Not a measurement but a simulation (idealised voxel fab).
The document below concerns the process module designated voxel self aligned vias.
FYI the section here is cut, 255 nm wide, cells are 5 nm squares.
Cross-section spec: square-cell grid; bands listed top down; each band is one or more rows. First you get the band's top height and its bottom height, in nm, and then the materials it's made of, left to right, with each width in nm. If you see a single material with "edge to edge", that one covers the band edge to edge. "empty" is empty space. Beneath 0, the wafer as received is one material, and that level is where height counting begins. The lowest band goes on downward without a bottom; it is written like "0 -> down". Width spec "30..40" -> top row of cells at first value, bottom row at second value, equal per-row change in between. What does "nothing got changed" mean for a step? It means no cell of the cross-section changed in that step. "Closed void listing" - sealed voids, min. 8 cells, no opening to top; format: width x height at distance (distance from left edge; nm throughout). It should be noted that, on the line of a given step, the content following the step's settings is a remark produced by the simulator itself with respect to that step. Among the settings permitted on a step's line is "overlay nm"; applied to a step with a mask, it specifies the extent to which the mask lay to the right of its planned position, whereas a negative figure signifies a position to the left.
[Process steps - plan]
1,RECEIVE [material Si]
2,CONFORMAL_DEP [material SiO2] [thk nm 10]
3,CONFORMAL_DEP [material SiCN] [thk nm 5]
4,DIRECTIONAL_DEP [material lowk] [thk nm 25]
5,DIRECTIONAL_DEP [material aC] [thk nm 10]
6,PATTERN [tone open] [mask id LINES] [material resist] [width nm 25] [pitch nm 65] [thk nm 25] [overlay nm 0]
7,DIRECTIONAL_ETCH [etch materials aC] [depth nm 10]
8,STRIP [etch materials resist]
9,DIRECTIONAL_ETCH [etch materials lowk] [depth nm 25]
10,STRIP [etch materials aC]
11,CONFORMAL_DEP [material TiN] [thk nm 5]
12,FILL_DEP [material W] [thk nm 10]
13,CMP [height nm 40]
14,SELECTIVE_ETCH [etch materials W Ru TiN] [depth nm 5]
15,FILL_DEP [material SiN] [thk nm 5]
16,CMP [height nm 40]
17,DIRECTIONAL_DEP [material lowk] [thk nm 15]
18,MASKED_ETCH [tone open] [mask id VIAS] [width nm 45] [pitch nm 130] [etch materials lowk] [depth nm 15] [overlay nm 0]
19,MASKED_ETCH [tone open] [mask id VIAS] [width nm 45] [pitch nm 130] [etch materials SiN] [depth nm 5] [overlay nm 0]
20,CONFORMAL_DEP [material TiN] [thk nm 5]
21,FILL_DEP [material Ru] [thk nm 5]
22,CMP [height nm 55]
23,CONFORMAL_DEP [material SiN] [thk nm 5]
[First out of two wafers; run went to plan]
[Wafer as received: cross-section following step 1]
0 -> down: Si edge to edge
Closed void listing: none
[After step 2: wafer cross-section]
10 -> 0: SiO2 edge to edge
Everything below 0 is unchanged.
[After step 3: wafer cross-section]
15 -> 10: SiCN edge to edge
Everything below 10 is unchanged.
[After step 4: wafer cross-section]
40 -> 15: lowk edge to edge
Everything below 15 is unchanged.
[After step 5: wafer cross-section]
50 -> 40: aC edge to edge
Everything below 40 is unchanged.
[After step 6: wafer cross-section]
75 -> 50: resist (50); empty (25); resist (40); empty (25); resist (40); empty (25); resist (50)
Everything below 50 is unchanged.
[After step 7: wafer cross-section]
65 -> 50: resist (50); empty (25); resist (40); empty (25); resist (40); empty (25); resist (50)
50 -> 40: aC (50); empty (25); aC (40); empty (25); aC (40); empty (25); aC (50)
Everything below 40 is unchanged.
[After step 8: wafer cross-section]
50 -> 40: aC (50); empty (25); aC (40); empty (25); aC (40); empty (25); aC (50)
Everything below 40 is unchanged.
[After step 9: wafer cross-section]
50 -> 40: aC (50); empty (25); aC (40); empty (25); aC (40); empty (25); aC (50)
40 -> 15: lowk (50); empty (25); lowk (40); empty (25); lowk (40); empty (25); lowk (50)
Everything below 15 is unchanged.
[After step 10: wafer cross-section]
40 -> 15: lowk (50); empty (25); lowk (40); empty (25); lowk (40); empty (25); lowk (50)
Everything below 15 is unchanged.
[After step 11: wafer cross-section]
45 -> 40: TiN (55); empty (15); TiN (50); empty (15); TiN (50); empty (15); TiN (55)
40 -> 20: lowk (50); TiN (5); empty (15); TiN (5); lowk (40); TiN (5); empty (15); TiN (5); lowk (40); TiN (5); empty (15); TiN (5); lowk (50)
20 -> 15: lowk (50); TiN (25); lowk (40); TiN (25); lowk (40); TiN (25); lowk (50)
Everything below 15 is unchanged.
[After step 12: wafer cross-section]
55 -> 45: W edge to edge
45 -> 40: TiN (55); W (15); TiN (50); W (15); TiN (50); W (15); TiN (55)
40 -> 20: lowk (50); TiN (5); W (15); TiN (5); lowk (40); TiN (5); W (15); TiN (5); lowk (40); TiN (5); W (15); TiN (5); lowk (50)
Everything below 20 is unchanged.
[After step 13: wafer cross-section]
40 -> 20: lowk (50); TiN (5); W (15); TiN (5); lowk (40); TiN (5); W (15); TiN (5); lowk (40); TiN (5); W (15); TiN (5); lowk (50)
Everything below 20 is unchanged.
[After step 14: wafer cross-section]
40 -> 35: lowk (50); empty (25); lowk (40); empty (25); lowk (40); empty (25); lowk (50)
Everything below 35 is unchanged.
[After step 15: wafer cross-section]
45 -> 40: SiN edge to edge
40 -> 35: lowk (50); SiN (25); lowk (40); SiN (25); lowk (40); SiN (25); lowk (50)
Everything below 35 is unchanged.
[After step 16: wafer cross-section]
40 -> 35: lowk (50); SiN (25); lowk (40); SiN (25); lowk (40); SiN (25); lowk (50)
Everything below 35 is unchanged.
[After step 17: wafer cross-section]
55 -> 40: lowk edge to edge
Everything below 40 is unchanged.
[After step 18: wafer cross-section]
55 -> 40: lowk (40); empty (45); lowk (85); empty (45); lowk (40)
Everything below 40 is unchanged.
[After step 19: wafer cross-section]
55 -> 40: lowk (40); empty (45); lowk (85); empty (45); lowk (40)
40 -> 35: lowk (50); empty (25); lowk (40); SiN (25); lowk (40); empty (25); lowk (50)
Everything below 35 is unchanged.
[After step 20: wafer cross-section]
60 -> 55: TiN (45); empty (35); TiN (95); empty (35); TiN (45)
55 -> 45: lowk (40); TiN (5); empty (35); TiN (5); lowk (85); TiN (5); empty (35); TiN (5); lowk (40)
45 -> 40: lowk (40); TiN (15); empty (15); TiN (15); lowk (85); TiN (15); empty (15); TiN (15); lowk (40)
40 -> 35: lowk (50); TiN (25); lowk (40); SiN (25); lowk (40); TiN (25); lowk (50)
Everything below 35 is unchanged.
[After step 21: wafer cross-section]
65 -> 60: Ru edge to edge
60 -> 55: TiN (45); Ru (35); TiN (95); Ru (35); TiN (45)
55 -> 45: lowk (40); TiN (5); Ru (35); TiN (5); lowk (85); TiN (5); Ru (35); TiN (5); lowk (40)
45 -> 40: lowk (40); TiN (15); Ru (15); TiN (15); lowk (85); TiN (15); Ru (15); TiN (15); lowk (40)
Everything below 40 is unchanged.
[After step 22: wafer cross-section]
55 -> 45: lowk (40); TiN (5); Ru (35); TiN (5); lowk (85); TiN (5); Ru (35); TiN (5); lowk (40)
Everything below 45 is unchanged.
[After step 23: wafer cross-section]
60 -> 55: SiN edge to edge
Everything below 55 is unchanged.
[Second wafer, same starting state and plan as the first, one mistake in the run, identical through step 5]
[Second wafer shown in cross-section at the time step 6 was slated to end]
75 -> 50: empty (50); resist (25); empty (40); resist (25); empty (40); resist (25); empty (50)
Everything below 50 is unchanged.
[Second wafer shown in cross-section at the time step 7 was slated to end]
65 -> 50: empty (50); resist (25); empty (40); resist (25); empty (40); resist (25); empty (50)
50 -> 40: empty (50); aC (25); empty (40); aC (25); empty (40); aC (25); empty (50)
Everything below 40 is unchanged.
[Second wafer shown in cross-section at the time step 8 was slated to end]
50 -> 40: empty (50); aC (25); empty (40); aC (25); empty (40); aC (25); empty (50)
Everything below 40 is unchanged.
[Second wafer shown in cross-section at the time step 9 was slated to end]
50 -> 40: empty (50); aC (25); empty (40); aC (25); empty (40); aC (25); empty (50)
40 -> 15: empty (50); lowk (25); empty (40); lowk (25); empty (40); lowk (25); empty (50)
Everything below 15 is unchanged.
[Second wafer shown in cross-section at the time step 10 was slated to end]
40 -> 15: empty (50); lowk (25); empty (40); lowk (25); empty (40); lowk (25); empty (50)
Everything below 15 is unchanged.
[Second wafer shown in cross-section at the time step 11 was slated to end]
45 -> 40: empty (45); TiN (35); empty (30); TiN (35); empty (30); TiN (35); empty (45)
40 -> 20: empty (45); TiN (5); lowk (25); TiN (5); empty (30); TiN (5); lowk (25); TiN (5); empty (30); TiN (5); lowk (25); TiN (5); empty (45)
20 -> 15: TiN (50); lowk (25); TiN (40); lowk (25); TiN (40); lowk (25); TiN (50)
Everything below 15 is unchanged.
[Second wafer shown in cross-section at the time step 12 was slated to end]
55 -> 45: W edge to edge
45 -> 40: W (45); TiN (35); W (30); TiN (35); W (30); TiN (35); W (45)
40 -> 20: W (45); TiN (5); lowk (25); TiN (5); W (30); TiN (5); lowk (25); TiN (5); W (30); TiN (5); lowk (25); TiN (5); W (45)
Everything below 20 is unchanged.
[Second wafer shown in cross-section at the time step 13 was slated to end]
40 -> 20: W (45); TiN (5); lowk (25); TiN (5); W (30); TiN (5); lowk (25); TiN (5); W (30); TiN (5); lowk (25); TiN (5); W (45)
Everything below 20 is unchanged.
[Second wafer shown in cross-section at the time step 14 was slated to end]
40 -> 35: empty (50); lowk (25); empty (40); lowk (25); empty (40); lowk (25); empty (50)
Everything below 35 is unchanged.
[Second wafer shown in cross-section at the time step 15 was slated to end]
45 -> 40: SiN edge to edge
40 -> 35: SiN (50); lowk (25); SiN (40); lowk (25); SiN (40); lowk (25); SiN (50)
Everything below 35 is unchanged.
[Second wafer shown in cross-section at the time step 16 was slated to end]
40 -> 35: SiN (50); lowk (25); SiN (40); lowk (25); SiN (40); lowk (25); SiN (50)
Everything below 35 is unchanged.
[Second wafer shown in cross-section at the time step 17 was slated to end]
55 -> 40: lowk edge to edge
Everything below 40 is unchanged.
[Second wafer shown in cross-section at the time step 18 was slated to end]
55 -> 40: lowk (40); empty (45); lowk (85); empty (45); lowk (40)
Everything below 40 is unchanged.
[Second wafer shown in cross-section at the time step 19 was slated to end]
55 -> 40: lowk (40); empty (45); lowk (85); empty (45); lowk (40)
40 -> 35: SiN (40); empty (10); lowk (25); empty (10); SiN (30); lowk (25); SiN (30); empty (10); lowk (25); empty (10); SiN (40)
Everything below 35 is unchanged.
[Second wafer shown in cross-section at the time step 20 was slated to end]
60 -> 55: TiN (45); empty (35); TiN (95); empty (35); TiN (45)
55 -> 45: lowk (40); TiN (5); empty (35); TiN (5); lowk (85); TiN (5); empty (35); TiN (5); lowk (40)
45 -> 40: lowk (40); TiN (45); lowk (85); TiN (45); lowk (40)
40 -> 35: SiN (40); TiN (10); lowk (25); TiN (10); SiN (30); lowk (25); SiN (30); TiN (10); lowk (25); TiN (10); SiN (40)
Everything below 35 is unchanged.
[Second wafer shown in cross-section at the time step 21 was slated to end]
65 -> 60: Ru edge to edge
60 -> 55: TiN (45); Ru (35); TiN (95); Ru (35); TiN (45)
55 -> 45: lowk (40); TiN (5); Ru (35); TiN (5); lowk (85); TiN (5); Ru (35); TiN (5); lowk (40)
Everything below 45 is unchanged.
[Second wafer shown in cross-section at the time step 22 was slated to end]
55 -> 45: lowk (40); TiN (5); Ru (35); TiN (5); lowk (85); TiN (5); Ru (35); TiN (5); lowk (40)
Everything below 45 is unchanged.
[Second wafer shown in cross-section at the time step 23 was slated to end]
60 -> 55: SiN edge to edge
Everything below 55 is unchanged.
Diagnosis: step 6 ran differently from the plan; actual operation with settings: PATTERN [tone cover] [mask id LINES] [material resist] [width nm 25] [pitch nm 65] [thk nm 25] [overlay nm 0]
Once processing is complete, comparing cell counts shows that the second wafer has more or fewer of certain materials than the first: Ru: 6 fewer | SiN: 23 more | TiN: 25 more | W: 63 more | lowk: 105 fewer
